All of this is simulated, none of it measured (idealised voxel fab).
The document below concerns the process module designated voxel self aligned contacts.
It is cross-section cut that appears here, measuring 145 nm in width, its square cells being 5 nm in size.
Just so we're on the same page, the cross-sections are grids of square cells, and they're listed out in bands top to bottom, each band one or more rows deep.
What a band's entry tells you: where the top is and where the bottom is, as heights in nm, and after that what lies inside, material by material from left to right, each with its width in nm. Empty space is written as the word "empty", and a single material marked with the word "edge to edge" occupies the band from edge to edge.
Convention: height 0 is the level below which the wafer, as received, is all one material. The lowest band does not terminate at the bottom but continues downward, represented as "from 0 down".
The width entry "30 to 40" should be interpreted row by row: the top row of cells in the band takes the first number, the bottom row takes the second number, and the change between adjacent rows is uniform throughout.
The designation "nothing different", where it is given for a processing step, indicates that no cell of the cross-section was altered in the course of that step.
Heads up: "Closed internal cavities" only lists the empty pockets with no open path to the top that are 8 cells or more, and it writes them as width x height at distance, distance from the left edge, in nm.
That trailing text on a step's line, after the settings, is the simulator's own remark on the step.
overlay nm, on a step with a mask: how far to the right of its planned place the mask lay; to the left if negative
The planned process steps are enumerated hereunder
| 1 | RECEIVE (material Si) |
| 2 | OXIDIZE (depth nm 5) |
| 3 | DIRECTIONAL_DEP (material polySi; thk nm 30) |
| 4 | DIRECTIONAL_DEP (material SiN; thk nm 20) |
| 5 | PATTERN (tone cover; mask id GATE; material resist; width nm 30; pitch nm 75; thk nm 15; overlay nm 0) |
| 6 | DIRECTIONAL_ETCH (etch materials SiN; depth nm 20) |
| 7 | DIRECTIONAL_ETCH (etch materials polySi; depth nm 30) |
| 8 | STRIP (etch materials resist) |
| 9 | CONFORMAL_DEP (material SiN; thk nm 10) |
| 10 | DIRECTIONAL_ETCH (etch materials SiN; depth nm 10) |
| 11 | FILL_DEP (material SiO2; thk nm 15) |
| 12 | CMP (height nm 55) |
| 13 | MASKED_ETCH (tone open; mask id CONTACT; width nm 55; etch materials SiO2; depth nm 60; overlay nm 0) |
| 14 | CONFORMAL_DEP (material TiN; thk nm 5) |
| 15 | FILL_DEP (material Ru; thk nm 10) |
| 16 | CMP (height nm 55) |
| 17 | CONFORMAL_DEP (material SiN; thk nm 5) |
Cross-section: wafer on arrival = after step 1
* from 0 down: Si edge to edge
* Closed internal cavities: none
End-of-module XS, first of two wafers, run as planned
* from 60 to 55: SiN edge to edge
* from 55 to 50: SiO2 (45), then TiN (20), then Ru (15), then TiN (20), then SiO2 (45)
* from 50 to 30: SiO2 (10), then SiN (50), then TiN (5), then Ru (15), then TiN (5), then SiN (50), then SiO2 (10)
* from 30 to 0: SiO2 (10), then SiN (10), then polySi (30), then SiN (10), then TiN (5), then Ru (15), then TiN (5), then SiN (10), then polySi (30), then SiN (10), then SiO2 (10)
* from 0 to -5: SiO2 (60), then TiN (25), then SiO2 (60)
* from -5 down: Si edge to edge
* Closed internal cavities: none
Cross-section, wafer two of two, end of module: same start and plan as wafer one, one error in execution
* from 60 to 55: SiN edge to edge
* from 55 to 50: SiO2 (10), then TiN (55), then Ru (15), then TiN (55), then SiO2 (10)
* from 50 to 30: SiO2 (10), then TiN (10), then SiN (30), then TiN (15), then Ru (15), then TiN (15), then SiN (30), then TiN (10), then SiO2 (10)
* from 30 to 15: SiO2 (10), then TiN (10), then polySi (30), then TiN (15), then Ru (15), then TiN (15), then polySi (30), then TiN (10), then SiO2 (10)
* from 15 to 10: SiO2 (10), then TiN (10), then polySi (30), then TiN (45), then polySi (30), then TiN (10), then SiO2 (10)
* from 10 to 0: TiN (20), then polySi (30), then TiN (45), then polySi (30), then TiN (20)
* from 0 to -5: SiO2 edge to edge
* from -5 down: Si edge to edge
* Closed internal cavities: none
Finding, execution versus plan: planned and actual differ for step 9; actual: CONFORMAL_DEP (material TiN; thk nm 10)
Final cells, second wafer relative to first, materials higher or lower: 9 fewer of Ru; 80 fewer of SiN; 17 fewer of SiO2; 106 more of TiN
